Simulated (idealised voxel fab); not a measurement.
You're looking at the process module voxel wiring stack.
Square cells of 5 nm make up the cross-section cut, whose width is 160 nm.
In this document a cross-section is written as a grid of square cells. It is given as a series of bands, listed from the top down, and a band is one or more rows of cells. A band entry consists of two parts. The first gives the height of the band's top and the height of its bottom, in nm. The rest lists the band's materials from left to right, each with its width in nm. A single material labelled with the word "throughout" fills the band from edge to edge, and the word "blank" marks empty space. Measure heights from 0. That's the level where, below it, the as-received wafer is all one material. The lowest band is bottomless and extends downward; write it as in "0 down". The width entry "30 to 40" should be interpreted row by row: the top row of cells in the band takes the first number, the bottom row takes the second number, and the change between adjacent rows is uniform throughout. Any step labelled "nothing different" changed none of the cells in the cross-section. The label "closed voids" introduces a list of the empty spaces, 8 cells or larger, that have no open way up to the top; each entry in it reads width x height at distance, where the distance is taken from the left edge and all three are stated in nm. Heads up: the bit after the settings on a step's line is the simulator's remark on that step. The setting "overlay nm" may be written on the line of a step. When the step uses a mask, the value reports how far to the right of the planned place the mask lay, and a negative value reports that it lay to the left. Pairs from here to the end. Each: cross-section before one process step, cross-section after it, the latter only as far down as the lowest band that changed. Under each: the step between, and its settings. Mind that the pairs may be taken from different runs of this module on the same starting wafer; whether a pair continues from the pair above depends on its entry headed "Ahead of processing", and it does only where that entry says so.

**Ahead of processing**
> 0 down: Si throughout
> closed voids: none

**Sectional View, Post-Process**
> 15 to 0: SiO2 throughout
> Lower than 0, everything is as it was.
> closed voids: none
The cross-sections above show the structure before and after this step: CONFORMAL_DEP,material SiO2,thk nm 15

Ahead of processing: we pick up right where the pair above leaves off, with its after cross-section.

**Sectional View, Post-Process**
> 20 to 15: SiN throughout
> Lower than 15, everything is as it was.
> closed voids: none
The cross-sections above show the structure before and after this step: CONFORMAL_DEP,material SiN,thk nm 5

Ahead of processing: we pick up right where the pair above leaves off, with its after cross-section.

**Sectional View, Post-Process**
> 35 to 20: SiO2 throughout
> Lower than 20, everything is as it was.
> closed voids: none
The cross-sections above show the structure before and after this step: DIRECTIONAL_DEP,material SiO2,thk nm 15

Ahead of processing: we pick up right where the pair above leaves off, with its after cross-section.

**Sectional View, Post-Process**
> 50 to 35: 40 resist; 30 blank; 15 resist; 30 blank; 45 resist
> Lower than 35, everything is as it was.
> closed voids: none
The cross-sections above show the structure before and after this step: PATTERN,tone open,mask id METAL_1,material resist,width nm 30,pitch nm 45,thk nm 15,overlay nm 0

Ahead of processing: we pick up right where the pair above leaves off, with its after cross-section.

**Sectional View, Post-Process**
> 50 to 35: 40 resist; 30 blank; 15 resist; 30 blank; 45 resist
> 35 to 20: 40 SiO2; 30 blank; 15 SiO2; 30 blank; 45 SiO2
> Lower than 20, everything is as it was.
> closed voids: none
The cross-sections above show the structure before and after this step: DIRECTIONAL_ETCH,etch materials SiO2,depth nm 15

Ahead of processing: we pick up right where the pair above leaves off, with its after cross-section.

**Sectional View, Post-Process**
> 50 to 35: 40 resist; 30 blank; 15 resist; 30 blank; 45 resist
> 35 to 20: 40 SiO2; 30 blank; 15 SiO2; 30 blank; 45 SiO2
> 20 to 15: 40 SiN; 30 blank; 15 SiN; 30 blank; 45 SiN
> Lower than 15, everything is as it was.
> closed voids: none
The cross-sections above show the structure before and after this step: DIRECTIONAL_ETCH,etch materials SiN,depth nm 5

Ahead of processing: we pick up right where the pair above leaves off, with its after cross-section.

**Sectional View, Post-Process**
> 35 to 20: 40 SiO2; 30 blank; 15 SiO2; 30 blank; 45 SiO2
> Lower than 20, everything is as it was.
> closed voids: none
The cross-sections above show the structure before and after this step: STRIP,etch materials resist

Ahead of processing: we pick up right where the pair above leaves off, with its after cross-section.

**Sectional View, Post-Process**
> 40 to 35: 45 TiN; 20 blank; 25 TiN; 20 blank; 50 TiN
> 35 to 20: 40 SiO2; 5 TiN; 20 blank; 5 TiN; 15 SiO2; 5 TiN; 20 blank; 5 TiN; 45 SiO2
> 20 to 15: 40 SiN; 30 TiN; 15 SiN; 30 TiN; 45 SiN
> Lower than 15, everything is as it was.
> closed voids: none
The cross-sections above show the structure before and after this step: CONFORMAL_DEP,material TiN,thk nm 5

Ahead of processing: we pick up right where the pair above leaves off, with its after cross-section.

**Sectional View, Post-Process**
> 50 to 40: W throughout
> 40 to 35: 45 TiN; 20 W; 25 TiN; 20 W; 50 TiN
> 35 to 20: 40 SiO2; 5 TiN; 20 W; 5 TiN; 15 SiO2; 5 TiN; 20 W; 5 TiN; 45 SiO2
> Lower than 20, everything is as it was.
> closed voids: none
The cross-sections above show the structure before and after this step: FILL_DEP,material W,thk nm 10

Ahead of processing: we pick up right where the pair above leaves off, with its after cross-section.

**Sectional View, Post-Process**
> 35 to 20: 40 SiO2; 5 TiN; 20 W; 5 TiN; 15 SiO2; 5 TiN; 20 W; 5 TiN; 45 SiO2
> Lower than 20, everything is as it was.
> closed voids: none
The cross-sections above show the structure before and after this step: CMP,height nm 35

Ahead of processing: we pick up right where the pair above leaves off, with its after cross-section.

**Sectional View, Post-Process**
> 40 to 35: SiCN throughout
> Lower than 35, everything is as it was.
> closed voids: none
The cross-sections above show the structure before and after this step: CONFORMAL_DEP,material SiCN,thk nm 5

Ahead of processing: we pick up right where the pair above leaves off, with its after cross-section.

**Sectional View, Post-Process**
> 60 to 40: SiO2 throughout
> Lower than 40, everything is as it was.
> closed voids: none
The cross-sections above show the structure before and after this step: DIRECTIONAL_DEP,material SiO2,thk nm 20

Ahead of processing: we pick up right where the pair above leaves off, with its after cross-section.

**Sectional View, Post-Process**
> 75 to 60: 40 resist; 15 blank; 105 resist
> Lower than 60, everything is as it was.
> closed voids: none
The cross-sections above show the structure before and after this step: PATTERN,tone open,mask id PLUG_1,material resist,width nm 15,thk nm 15,overlay nm 0

Ahead of processing: we pick up right where the pair above leaves off, with its after cross-section.

**Sectional View, Post-Process**
> 75 to 60: 40 resist; 15 blank; 105 resist
> 60 to 40: 40 SiO2; 15 blank; 105 SiO2
> Lower than 40, everything is as it was.
> closed voids: none
The cross-sections above show the structure before and after this step: DIRECTIONAL_ETCH,etch materials SiO2,depth nm 20

Ahead of processing: we pick up right where the pair above leaves off, with its after cross-section.

**Sectional View, Post-Process**
> 75 to 60: 40 resist; 15 blank; 105 resist
> 60 to 40: 40 SiO2; 15 blank; 105 SiO2
> 40 to 35: 40 SiCN; 15 blank; 105 SiCN
> Lower than 35, everything is as it was.
> closed voids: none
The cross-sections above show the structure before and after this step: DIRECTIONAL_ETCH,etch materials SiCN,depth nm 5

Ahead of processing: we pick up right where the pair above leaves off, with its after cross-section.

**Sectional View, Post-Process**
> 60 to 40: 40 SiO2; 15 blank; 105 SiO2
> Lower than 40, everything is as it was.
> closed voids: none
The cross-sections above show the structure before and after this step: STRIP,etch materials resist

Ahead of processing: we pick up right where the pair above leaves off, with its after cross-section.

**Sectional View, Post-Process**
> 60 to 45: 40 SiO2; 15 blank; 105 SiO2
> 45 to 40: 40 SiO2; 15 Ru; 105 SiO2
> 40 to 35: 40 SiCN; 15 Ru; 105 SiCN
> Lower than 35, everything is as it was.
> closed voids: none
The cross-sections above show the structure before and after this step: EPI,material Ru,thk nm 10

Ahead of processing: we pick up right where the pair above leaves off, with its after cross-section.

**Sectional View, Post-Process**
> 60 to 55: 40 SiO2; 15 blank; 105 SiO2
> 55 to 40: 40 SiO2; 15 Ru; 105 SiO2
> Lower than 40, everything is as it was.
> closed voids: none
The cross-sections above show the structure before and after this step: EPI,material Ru,thk nm 10

Ahead of processing: we pick up right where the pair above leaves off, with its after cross-section.

**Sectional View, Post-Process**
> 60 to 40: 40 SiO2; 15 Ru; 105 SiO2
> Lower than 40, everything is as it was.
> closed voids: none
The cross-sections above show the structure before and after this step: EPI,material Ru,thk nm 5

Ahead of processing: we pick up right where the pair above leaves off, with its after cross-section.

**Sectional View, Post-Process**
> 65 to 60: SiCN throughout
> Lower than 60, everything is as it was.
> closed voids: none
The cross-sections above show the structure before and after this step: CONFORMAL_DEP,material SiCN,thk nm 5

Ahead of processing: we pick up right where the pair above leaves off, with its after cross-section.

**Sectional View, Post-Process**
> 80 to 65: SiO2 throughout
> Lower than 65, everything is as it was.
> closed voids: none
The cross-sections above show the structure before and after this step: DIRECTIONAL_DEP,material SiO2,thk nm 15

Ahead of processing: we pick up right where the pair above leaves off, with its after cross-section.

**Sectional View, Post-Process**
> 100 to 80: 40 resist; 30 blank; 15 resist; 30 blank; 45 resist
> Lower than 80, everything is as it was.
> closed voids: none
The cross-sections above show the structure before and after this step: PATTERN,tone open,mask id METAL_2,material resist,width nm 30,pitch nm 45,thk nm 20,overlay nm 0

Ahead of processing: we pick up right where the pair above leaves off, with its after cross-section.

**Sectional View, Post-Process**
> 100 to 80: 40 resist; 30 blank; 15 resist; 30 blank; 45 resist
> 80 to 65: 40 SiO2; 30 blank; 15 SiO2; 30 blank; 45 SiO2
> Lower than 65, everything is as it was.
> closed voids: none
The cross-sections above show the structure before and after this step: DIRECTIONAL_ETCH,etch materials SiO2,depth nm 15

Ahead of processing: we pick up right where the pair above leaves off, with its after cross-section.

**Sectional View, Post-Process**
> 100 to 80: 40 resist; 30 blank; 15 resist; 30 blank; 45 resist
> 80 to 65: 40 SiO2; 30 blank; 15 SiO2; 30 blank; 45 SiO2
> 65 to 60: 40 SiCN; 30 blank; 15 SiCN; 30 blank; 45 SiCN
> Lower than 60, everything is as it was.
> closed voids: none
The cross-sections above show the structure before and after this step: DIRECTIONAL_ETCH,etch materials SiCN,depth nm 5

Ahead of processing: we pick up right where the pair above leaves off, with its after cross-section.

**Sectional View, Post-Process**
> 80 to 65: 40 SiO2; 30 blank; 15 SiO2; 30 blank; 45 SiO2
> Lower than 65, everything is as it was.
> closed voids: none
The cross-sections above show the structure before and after this step: STRIP,etch materials resist

Ahead of processing: we pick up right where the pair above leaves off, with its after cross-section.

**Sectional View, Post-Process**
> 85 to 80: 45 TiN; 20 blank; 25 TiN; 20 blank; 50 TiN
> 80 to 65: 40 SiO2; 5 TiN; 20 blank; 5 TiN; 15 SiO2; 5 TiN; 20 blank; 5 TiN; 45 SiO2
> 65 to 60: 40 SiCN; 30 TiN; 15 SiCN; 30 TiN; 45 SiCN
> Lower than 60, everything is as it was.
> closed voids: none
The cross-sections above show the structure before and after this step: CONFORMAL_DEP,material TiN,thk nm 5

Ahead of processing: we pick up right where the pair above leaves off, with its after cross-section.

**Sectional View, Post-Process**
> 90 to 85: Ru throughout
> 85 to 80: 45 TiN; 20 Ru; 25 TiN; 20 Ru; 50 TiN
> 80 to 65: 40 SiO2; 5 TiN; 20 Ru; 5 TiN; 15 SiO2; 5 TiN; 20 Ru; 5 TiN; 45 SiO2
> Lower than 65, everything is as it was.
> closed voids: none
The cross-sections above show the structure before and after this step: FILL_DEP,material Ru,thk nm 5

Ahead of processing: we pick up right where the pair above leaves off, with its after cross-section.

**Sectional View, Post-Process**
> 80 to 65: 40 SiO2; 5 TiN; 20 Ru; 5 TiN; 15 SiO2; 5 TiN; 20 Ru; 5 TiN; 45 SiO2
> Lower than 65, everything is as it was.
> closed voids: none
The cross-sections above show the structure before and after this step: CMP,height nm 80

Ahead of processing: we pick up right where the pair above leaves off, with its after cross-section.

**Sectional View, Post-Process**
> 85 to 80: SiCN throughout
> Lower than 80, everything is as it was.
> closed voids: none
The cross-sections above show the structure before and after this step: CONFORMAL_DEP,material SiCN,thk nm 5

Ahead of processing: we pick up right where the pair above leaves off, with its after cross-section.

**Sectional View, Post-Process**
> 100 to 85: lowk throughout
> Lower than 85, everything is as it was.
> closed voids: none
The cross-sections above show the structure before and after this step: DIRECTIONAL_DEP,material lowk,thk nm 15

Ahead of processing: we pick up right where the pair above leaves off, with its after cross-section.

**Sectional View, Post-Process**
> 115 to 100: 40 resist; 15 blank; 105 resist
> Lower than 100, everything is as it was.
> closed voids: none
The cross-sections above show the structure before and after this step: PATTERN,tone open,mask id PLUG_2,material resist,width nm 15,thk nm 15,overlay nm 0

Ahead of processing: we pick up right where the pair above leaves off, with its after cross-section.

**Sectional View, Post-Process**
> 115 to 100: 40 resist; 15 blank; 105 resist
> 100 to 85: 40 lowk; 15 blank; 105 lowk
> Lower than 85, everything is as it was.
> closed voids: none
The cross-sections above show the structure before and after this step: DIRECTIONAL_ETCH,etch materials lowk,depth nm 15

Ahead of processing: we pick up right where the pair above leaves off, with its after cross-section.

**Sectional View, Post-Process**
> 115 to 100: 40 resist; 15 blank; 105 resist
> 100 to 85: 40 lowk; 15 blank; 105 lowk
> 85 to 80: 40 SiCN; 15 blank; 105 SiCN
> Lower than 80, everything is as it was.
> closed voids: none
The cross-sections above show the structure before and after this step: DIRECTIONAL_ETCH,etch materials SiCN,depth nm 5

Ahead of processing: we pick up right where the pair above leaves off, with its after cross-section.

**Sectional View, Post-Process**
> 100 to 85: 40 lowk; 15 blank; 105 lowk
> Lower than 85, everything is as it was.
> closed voids: none
The cross-sections above show the structure before and after this step: STRIP,etch materials resist

Ahead of processing: we pick up right where the pair above leaves off, with its after cross-section.

**Sectional View, Post-Process**
> 105 to 100: 45 TiN; 5 blank; 110 TiN
> 100 to 85: 40 lowk; 5 TiN; 5 blank; 5 TiN; 105 lowk
> 85 to 80: 40 SiCN; 15 TiN; 105 SiCN
> Lower than 80, everything is as it was.
> closed voids: none
The cross-sections above show the structure before and after this step: CONFORMAL_DEP,material TiN,thk nm 5

Ahead of processing: we pick up right where the pair above leaves off, with its after cross-section.

**Sectional View, Post-Process**
> 115 to 105: Ru throughout
> 105 to 100: 45 TiN; 5 Ru; 110 TiN
> 100 to 85: 40 lowk; 5 TiN; 5 Ru; 5 TiN; 105 lowk
> Lower than 85, everything is as it was.
> closed voids: none
The cross-sections above show the structure before and after this step: FILL_DEP,material Ru,thk nm 10

Ahead of processing: we pick up right where the pair above leaves off, with its after cross-section.

**Sectional View, Post-Process**
> 100 to 85: 40 lowk; 5 TiN; 5 Ru; 5 TiN; 105 lowk
> Lower than 85, everything is as it was.
> closed voids: none
The cross-sections above show the structure before and after this step: CMP,height nm 100

Ahead of processing: we pick up right where the pair above leaves off, with its after cross-section.

**Sectional View, Post-Process**
> 105 to 100: SiN throughout
> Lower than 100, everything is as it was.
> closed voids: none
The cross-sections above show the structure before and after this step: CONFORMAL_DEP,material SiN,thk nm 5

Ahead of processing: we pick up right where the pair above leaves off, with its after cross-section.

**Sectional View, Post-Process**
> 130 to 105: lowk throughout
> Lower than 105, everything is as it was.
> closed voids: none
The cross-sections above show the structure before and after this step: DIRECTIONAL_DEP,material lowk,thk nm 25

Ahead of processing: we pick up right where the pair above leaves off, with its after cross-section.

**Sectional View, Post-Process**
> 145 to 130: 40 resist; 30 blank; 15 resist; 30 blank; 45 resist
> Lower than 130, everything is as it was.
> closed voids: none
The cross-sections above show the structure before and after this step: PATTERN,tone open,mask id METAL_3,material resist,width nm 30,pitch nm 45,thk nm 15,overlay nm 0

Ahead of processing: we pick up right where the pair above leaves off, with its after cross-section.

**Sectional View, Post-Process**
> 145 to 130: 40 resist; 30 blank; 15 resist; 30 blank; 45 resist
> 130 to 105: 40 lowk; 30 blank; 15 lowk; 30 blank; 45 lowk
> Lower than 105, everything is as it was.
> closed voids: none
The cross-sections above show the structure before and after this step: DIRECTIONAL_ETCH,etch materials lowk,depth nm 25

Ahead of processing: we pick up right where the pair above leaves off, with its after cross-section.

**Sectional View, Post-Process**
> 145 to 130: 40 resist; 30 blank; 15 resist; 30 blank; 45 resist
> 130 to 105: 40 lowk; 30 blank; 15 lowk; 30 blank; 45 lowk
> 105 to 100: 40 SiN; 30 blank; 15 SiN; 30 blank; 45 SiN
> Lower than 100, everything is as it was.
> closed voids: none
The cross-sections above show the structure before and after this step: DIRECTIONAL_ETCH,etch materials SiN,depth nm 5

Ahead of processing: we pick up right where the pair above leaves off, with its after cross-section.

**Sectional View, Post-Process**
> 130 to 105: 40 lowk; 30 blank; 15 lowk; 30 blank; 45 lowk
> Lower than 105, everything is as it was.
> closed voids: none
The cross-sections above show the structure before and after this step: STRIP,etch materials resist

Ahead of processing: we pick up right where the pair above leaves off, with its after cross-section.

**Sectional View, Post-Process**
> 135 to 130: 45 TiN; 20 blank; 25 TiN; 20 blank; 50 TiN
> 130 to 105: 40 lowk; 5 TiN; 20 blank; 5 TiN; 15 lowk; 5 TiN; 20 blank; 5 TiN; 45 lowk
> 105 to 100: 40 SiN; 30 TiN; 15 SiN; 30 TiN; 45 SiN
> Lower than 100, everything is as it was.
> closed voids: none
The cross-sections above show the structure before and after this step: CONFORMAL_DEP,material TiN,thk nm 5

Ahead of processing: we pick up right where the pair above leaves off, with its after cross-section.

**Sectional View, Post-Process**
> 145 to 135: W throughout
> 135 to 130: 45 TiN; 20 W; 25 TiN; 20 W; 50 TiN
> 130 to 105: 40 lowk; 5 TiN; 20 W; 5 TiN; 15 lowk; 5 TiN; 20 W; 5 TiN; 45 lowk
> Lower than 105, everything is as it was.
> closed voids: none
The cross-sections above show the structure before and after this step: FILL_DEP,material W,thk nm 10

Ahead of processing: we pick up right where the pair above leaves off, with its after cross-section.

**Sectional View, Post-Process**
> 130 to 105: 40 lowk; 5 TiN; 20 W; 5 TiN; 15 lowk; 5 TiN; 20 W; 5 TiN; 45 lowk
> Lower than 105, everything is as it was.
> closed voids: none
The cross-sections above show the structure before and after this step: CMP,height nm 130

Ahead of processing: we pick up right where the pair above leaves off, with its after cross-section.

**Sectional View, Post-Process**
> 135 to 130: SiCN throughout
> Lower than 130, everything is as it was.
> closed voids: none
The cross-sections above show the structure before and after this step: CONFORMAL_DEP,material SiCN,thk nm 5

**Ahead of processing**
> 15 to 0: SiO2 throughout
> 0 down: Si throughout
> closed voids: none

**Sectional View, Post-Process**
> 30 to 0: SiO2 throughout
> Lower than 0, everything is as it was.
> closed voids: none
The cross-sections above show the structure before and after this step: DIRECTIONAL_DEP,material SiO2,thk nm 15

Ahead of processing: we pick up right where the pair above leaves off, with its after cross-section.

**Sectional View, Post-Process**
> 45 to 30: 40 resist; 30 blank; 15 resist; 30 blank; 45 resist
> Lower than 30, everything is as it was.
> closed voids: none
The cross-sections above show the structure before and after this step: PATTERN,tone open,mask id METAL_1,material resist,width nm 30,pitch nm 45,thk nm 15,overlay nm 0

Ahead of processing: we pick up right where the pair above leaves off, with its after cross-section.

**Sectional View, Post-Process**
> 45 to 30: 40 resist; 30 blank; 15 resist; 30 blank; 45 resist
> 30 to 15: 40 SiO2; 30 blank; 15 SiO2; 30 blank; 45 SiO2
> Lower than 15, everything is as it was.
> closed voids: none
The cross-sections above show the structure before and after this step: DIRECTIONAL_ETCH,etch materials SiO2,depth nm 15

Ahead of processing: we pick up right where the pair above leaves off, with its after cross-section.

**Sectional View, Post-Process**
> 30 to 15: 40 SiO2; 30 blank; 15 SiO2; 30 blank; 45 SiO2
> Lower than 15, everything is as it was.
> closed voids: none
The cross-sections above show the structure before and after this step: STRIP,etch materials resist

Ahead of processing: we pick up right where the pair above leaves off, with its after cross-section.

**Sectional View, Post-Process**
> 35 to 30: 45 TiN; 20 blank; 25 TiN; 20 blank; 50 TiN
> 30 to 20: 40 SiO2; 5 TiN; 20 blank; 5 TiN; 15 SiO2; 5 TiN; 20 blank; 5 TiN; 45 SiO2
> 20 to 15: 40 SiO2; 30 TiN; 15 SiO2; 30 TiN; 45 SiO2
> Lower than 15, everything is as it was.
> closed voids: none
The cross-sections above show the structure before and after this step: CONFORMAL_DEP,material TiN,thk nm 5

Ahead of processing: we pick up right where the pair above leaves off, with its after cross-section.

**Sectional View, Post-Process**
> 45 to 35: W throughout
> 35 to 30: 45 TiN; 20 W; 25 TiN; 20 W; 50 TiN
> 30 to 20: 40 SiO2; 5 TiN; 20 W; 5 TiN; 15 SiO2; 5 TiN; 20 W; 5 TiN; 45 SiO2
> Lower than 20, everything is as it was.
> closed voids: none
The cross-sections above show the structure before and after this step: FILL_DEP,material W,thk nm 10

Ahead of processing: we pick up right where the pair above leaves off, with its after cross-section.

**Sectional View, Post-Process**
> 35 to 30: 45 TiN; 20 W; 25 TiN; 20 W; 50 TiN
> Lower than 30, everything is as it was.
> closed voids: none
The cross-sections above show the structure before and after this step: CMP,height nm 35

Ahead of processing: we pick up right where the pair above leaves off, with its after cross-section.

**Sectional View, Post-Process**
> 40 to 35: SiCN throughout
> Lower than 35, everything is as it was.
> closed voids: none
The cross-sections above show the structure before and after this step: CONFORMAL_DEP,material SiCN,thk nm 5

Ahead of processing: we pick up right where the pair above leaves off, with its after cross-section.

**Sectional View, Post-Process**
> 60 to 40: SiO2 throughout
> Lower than 40, everything is as it was.
> closed voids: none
The cross-sections above show the structure before and after this step: DIRECTIONAL_DEP,material SiO2,thk nm 20

Ahead of processing: we pick up right where the pair above leaves off, with its after cross-section.

**Sectional View, Post-Process**
> 75 to 60: 40 resist; 15 blank; 105 resist
> Lower than 60, everything is as it was.
> closed voids: none
The cross-sections above show the structure before and after this step: PATTERN,tone open,mask id PLUG_1,material resist,width nm 15,thk nm 15,overlay nm 0

Ahead of processing: we pick up right where the pair above leaves off, with its after cross-section.

**Sectional View, Post-Process**
> 75 to 60: 40 resist; 15 blank; 105 resist
> 60 to 40: 40 SiO2; 15 blank; 105 SiO2
> Lower than 40, everything is as it was.
> closed voids: none
The cross-sections above show the structure before and after this step: DIRECTIONAL_ETCH,etch materials SiO2,depth nm 20

Ahead of processing: we pick up right where the pair above leaves off, with its after cross-section.

**Sectional View, Post-Process**
> 75 to 60: 40 resist; 15 blank; 105 resist
> 60 to 40: 40 SiO2; 15 blank; 105 SiO2
> 40 to 35: 40 SiCN; 15 blank; 105 SiCN
> Lower than 35, everything is as it was.
> closed voids: none
The cross-sections above show the structure before and after this step: DIRECTIONAL_ETCH,etch materials SiCN,depth nm 5

Ahead of processing: we pick up right where the pair above leaves off, with its after cross-section.

**Sectional View, Post-Process**
> 60 to 40: 40 SiO2; 15 blank; 105 SiO2
> Lower than 40, everything is as it was.
> closed voids: none
The cross-sections above show the structure before and after this step: STRIP,etch materials resist

Ahead of processing: we pick up right where the pair above leaves off, with its after cross-section.

**Sectional View, Post-Process**
> 60 to 45: 40 SiO2; 15 blank; 105 SiO2
> 45 to 40: 40 SiO2; 15 Ru; 105 SiO2
> 40 to 35: 40 SiCN; 15 Ru; 105 SiCN
> Lower than 35, everything is as it was.
> closed voids: none
The cross-sections above show the structure before and after this step: EPI,material Ru,thk nm 10

Ahead of processing: we pick up right where the pair above leaves off, with its after cross-section.

**Sectional View, Post-Process**
> 60 to 55: 40 SiO2; 15 blank; 105 SiO2
> 55 to 40: 40 SiO2; 15 Ru; 105 SiO2
> Lower than 40, everything is as it was.
> closed voids: none
The cross-sections above show the structure before and after this step: EPI,material Ru,thk nm 10

Ahead of processing: we pick up right where the pair above leaves off, with its after cross-section.

**Sectional View, Post-Process**
> 60 to 40: 40 SiO2; 15 Ru; 105 SiO2
> Lower than 40, everything is as it was.
> closed voids: none
The cross-sections above show the structure before and after this step: EPI,material Ru,thk nm 5

Ahead of processing: we pick up right where the pair above leaves off, with its after cross-section.

**Sectional View, Post-Process**
> 65 to 60: SiCN throughout
> Lower than 60, everything is as it was.
> closed voids: none
The cross-sections above show the structure before and after this step: CONFORMAL_DEP,material SiCN,thk nm 5

Ahead of processing: we pick up right where the pair above leaves off, with its after cross-section.

**Sectional View, Post-Process**
> 80 to 65: SiO2 throughout
> Lower than 65, everything is as it was.
> closed voids: none
The cross-sections above show the structure before and after this step: DIRECTIONAL_DEP,material SiO2,thk nm 15

Ahead of processing: we pick up right where the pair above leaves off, with its after cross-section.

**Sectional View, Post-Process**
> 100 to 80: 40 resist; 30 blank; 15 resist; 30 blank; 45 resist
> Lower than 80, everything is as it was.
> closed voids: none
The cross-sections above show the structure before and after this step: PATTERN,tone open,mask id METAL_2,material resist,width nm 30,pitch nm 45,thk nm 20,overlay nm 0

Ahead of processing: we pick up right where the pair above leaves off, with its after cross-section.

**Sectional View, Post-Process**
> 100 to 80: 40 resist; 30 blank; 15 resist; 30 blank; 45 resist
> 80 to 65: 40 SiO2; 30 blank; 15 SiO2; 30 blank; 45 SiO2
> Lower than 65, everything is as it was.
> closed voids: none
The cross-sections above show the structure before and after this step: DIRECTIONAL_ETCH,etch materials SiO2,depth nm 15

Ahead of processing: we pick up right where the pair above leaves off, with its after cross-section.

**Sectional View, Post-Process**
> 100 to 80: 40 resist; 30 blank; 15 resist; 30 blank; 45 resist
> 80 to 65: 40 SiO2; 30 blank; 15 SiO2; 30 blank; 45 SiO2
> 65 to 60: 40 SiCN; 30 blank; 15 SiCN; 30 blank; 45 SiCN
> Lower than 60, everything is as it was.
> closed voids: none
The cross-sections above show the structure before and after this step: DIRECTIONAL_ETCH,etch materials SiCN,depth nm 5

Ahead of processing: we pick up right where the pair above leaves off, with its after cross-section.

**Sectional View, Post-Process**
> 80 to 65: 40 SiO2; 30 blank; 15 SiO2; 30 blank; 45 SiO2
> Lower than 65, everything is as it was.
> closed voids: none
The cross-sections above show the structure before and after this step: STRIP,etch materials resist

Ahead of processing: we pick up right where the pair above leaves off, with its after cross-section.

**Sectional View, Post-Process**
> 85 to 80: 45 TiN; 20 blank; 25 TiN; 20 blank; 50 TiN
> 80 to 65: 40 SiO2; 5 TiN; 20 blank; 5 TiN; 15 SiO2; 5 TiN; 20 blank; 5 TiN; 45 SiO2
> 65 to 60: 40 SiCN; 30 TiN; 15 SiCN; 30 TiN; 45 SiCN
> Lower than 60, everything is as it was.
> closed voids: none
The cross-sections above show the structure before and after this step: CONFORMAL_DEP,material TiN,thk nm 5

Ahead of processing: we pick up right where the pair above leaves off, with its after cross-section.

**Sectional View, Post-Process**
> 90 to 85: Ru throughout
> 85 to 80: 45 TiN; 20 Ru; 25 TiN; 20 Ru; 50 TiN
> 80 to 65: 40 SiO2; 5 TiN; 20 Ru; 5 TiN; 15 SiO2; 5 TiN; 20 Ru; 5 TiN; 45 SiO2
> Lower than 65, everything is as it was.
> closed voids: none
The cross-sections above show the structure before and after this step: FILL_DEP,material Ru,thk nm 5

Ahead of processing: we pick up right where the pair above leaves off, with its after cross-section.

**Sectional View, Post-Process**
> 80 to 65: 40 SiO2; 5 TiN; 20 Ru; 5 TiN; 15 SiO2; 5 TiN; 20 Ru; 5 TiN; 45 SiO2
> Lower than 65, everything is as it was.
> closed voids: none
The cross-sections above show the structure before and after this step: CMP,height nm 80

Ahead of processing: we pick up right where the pair above leaves off, with its after cross-section.

**Sectional View, Post-Process**
> 85 to 80: SiCN throughout
> Lower than 80, everything is as it was.
> closed voids: none
The cross-sections above show the structure before and after this step: CONFORMAL_DEP,material SiCN,thk nm 5

Ahead of processing: we pick up right where the pair above leaves off, with its after cross-section.

**Sectional View, Post-Process**
> 100 to 85: lowk throughout
> Lower than 85, everything is as it was.
> closed voids: none
The cross-sections above show the structure before and after this step: DIRECTIONAL_DEP,material lowk,thk nm 15

Ahead of processing: we pick up right where the pair above leaves off, with its after cross-section.

**Sectional View, Post-Process**
> 115 to 100: 40 resist; 15 blank; 105 resist
> Lower than 100, everything is as it was.
> closed voids: none
The cross-sections above show the structure before and after this step: PATTERN,tone open,mask id PLUG_2,material resist,width nm 15,thk nm 15,overlay nm 0

Ahead of processing: we pick up right where the pair above leaves off, with its after cross-section.

**Sectional View, Post-Process**
> 115 to 100: 40 resist; 15 blank; 105 resist
> 100 to 85: 40 lowk; 15 blank; 105 lowk
> Lower than 85, everything is as it was.
> closed voids: none
The cross-sections above show the structure before and after this step: DIRECTIONAL_ETCH,etch materials lowk,depth nm 15

Ahead of processing: we pick up right where the pair above leaves off, with its after cross-section.

**Sectional View, Post-Process**
> 115 to 100: 40 resist; 15 blank; 105 resist
> 100 to 85: 40 lowk; 15 blank; 105 lowk
> 85 to 80: 40 SiCN; 15 blank; 105 SiCN
> Lower than 80, everything is as it was.
> closed voids: none
The cross-sections above show the structure before and after this step: DIRECTIONAL_ETCH,etch materials SiCN,depth nm 5

Ahead of processing: we pick up right where the pair above leaves off, with its after cross-section.

**Sectional View, Post-Process**
> 100 to 85: 40 lowk; 15 blank; 105 lowk
> Lower than 85, everything is as it was.
> closed voids: none
The cross-sections above show the structure before and after this step: STRIP,etch materials resist

Ahead of processing: we pick up right where the pair above leaves off, with its after cross-section.

**Sectional View, Post-Process**
> 105 to 100: 45 TiN; 5 blank; 110 TiN
> 100 to 85: 40 lowk; 5 TiN; 5 blank; 5 TiN; 105 lowk
> 85 to 80: 40 SiCN; 15 TiN; 105 SiCN
> Lower than 80, everything is as it was.
> closed voids: none
The cross-sections above show the structure before and after this step: CONFORMAL_DEP,material TiN,thk nm 5

Ahead of processing: we pick up right where the pair above leaves off, with its after cross-section.

**Sectional View, Post-Process**
> 115 to 105: Ru throughout
> 105 to 100: 45 TiN; 5 Ru; 110 TiN
> 100 to 85: 40 lowk; 5 TiN; 5 Ru; 5 TiN; 105 lowk
> Lower than 85, everything is as it was.
> closed voids: none
The cross-sections above show the structure before and after this step: FILL_DEP,material Ru,thk nm 10

Ahead of processing: we pick up right where the pair above leaves off, with its after cross-section.

**Sectional View, Post-Process**
> 100 to 85: 40 lowk; 5 TiN; 5 Ru; 5 TiN; 105 lowk
> Lower than 85, everything is as it was.
> closed voids: none
The cross-sections above show the structure before and after this step: CMP,height nm 100

Ahead of processing: we pick up right where the pair above leaves off, with its after cross-section.

**Sectional View, Post-Process**
> 105 to 100: SiN throughout
> Lower than 100, everything is as it was.
> closed voids: none
The cross-sections above show the structure before and after this step: CONFORMAL_DEP,material SiN,thk nm 5

Ahead of processing: we pick up right where the pair above leaves off, with its after cross-section.

**Sectional View, Post-Process**
> 130 to 105: lowk throughout
> Lower than 105, everything is as it was.
> closed voids: none
The cross-sections above show the structure before and after this step: DIRECTIONAL_DEP,material lowk,thk nm 25

Ahead of processing: we pick up right where the pair above leaves off, with its after cross-section.

**Sectional View, Post-Process**
> 145 to 130: 40 resist; 30 blank; 15 resist; 30 blank; 45 resist
> Lower than 130, everything is as it was.
> closed voids: none
The cross-sections above show the structure before and after this step: PATTERN,tone open,mask id METAL_3,material resist,width nm 30,pitch nm 45,thk nm 15,overlay nm 0
